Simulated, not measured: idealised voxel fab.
voxel quadruple lines: a process module
Section shown: cut. Width: 260 nm. Cell size: 5 nm, square.
Format of a cross-section: grid, square cells. Given as bands. Order: top down. Band: one or more rows of cells.
Heads up on the band format: heights come first, top then bottom, in nm. After that it's the materials left to right, each with its width in nm. A single material flagged "throughout" fills the whole band edge to edge, and "empty" means there's empty space there.
Heights are expressed relative to 0, this being the level below which the as-received wafer comprises one material exclusively. The lowest band is unbounded in the downward direction and is denoted as in "0 down".
When a width is written as two numbers, as in "30 to 40", the first number is the width in the top row of cells of the band and the second is the width in its bottom row, and the width changes by the same amount from each row to the next.
You'll sometimes find "no change occurred" written for a step, and that's the way of saying that nowhere in the cross-section did a cell change during that step.
Empty spaces counting at least 8 cells and having no open way to the top are listed in "Closed internal cavities". The notation width x height at distance is used for each, the distance being from the left edge and all three values in nm.
If you see something after the settings on a step's line, that's the simulator's own remark about that step.
overlay nm: step with mask; distance mask lay right of planned place; negative value = left of planned place.

# Planned step list for the process
1. RECEIVE | material Si
2. CONFORMAL_DEP | material Al2O3 | thk nm 5
3. DIRECTIONAL_DEP | material W | thk nm 15
4. DIRECTIONAL_DEP | material polySi | thk nm 20
5. DIRECTIONAL_DEP | material aC | thk nm 20
6. PATTERN | tone cover | mask id MANDREL | material resist | width nm 15 | thk nm 30 | overlay nm 0
7. DIRECTIONAL_ETCH | etch materials aC | depth nm 20
8. STRIP | etch materials resist
9. CONFORMAL_DEP | material SiO2 | thk nm 10
10. DIRECTIONAL_ETCH | etch materials SiO2 | depth nm 10
11. STRIP | etch materials aC
12. DIRECTIONAL_ETCH | etch materials polySi | depth nm 20
13. STRIP | etch materials SiO2
14. CONFORMAL_DEP | material SiCN | thk nm 5
15. DIRECTIONAL_ETCH | etch materials SiCN | depth nm 5
16. STRIP | etch materials polySi
17. DIRECTIONAL_ETCH | etch materials W | depth nm 15
18. STRIP | etch materials SiCN
Quick note for whoever runs this: the wafers start identical, but the width nm at step 6 isn't the same across them. The plan just shows what the first wafer had.

# Incoming state of the first of several wafers in cross-section: after step 1
0 down  Si throughout
Closed internal cavities: none

# Row per wafer, end-of-module: cell gain (+)/loss (-) by material since the wafer came in, then closed voids
width nm 15 | +52 Al2O3 | +12 W | Closed internal cavities: none
width nm 20 | +52 Al2O3 | +12 W | Closed internal cavities: none
width nm 25 | +52 Al2O3 | +12 W | Closed internal cavities: none
width nm 30 | +52 Al2O3 | +12 W | Closed internal cavities: none
width nm 35 | +52 Al2O3 | +12 W | Closed internal cavities: none
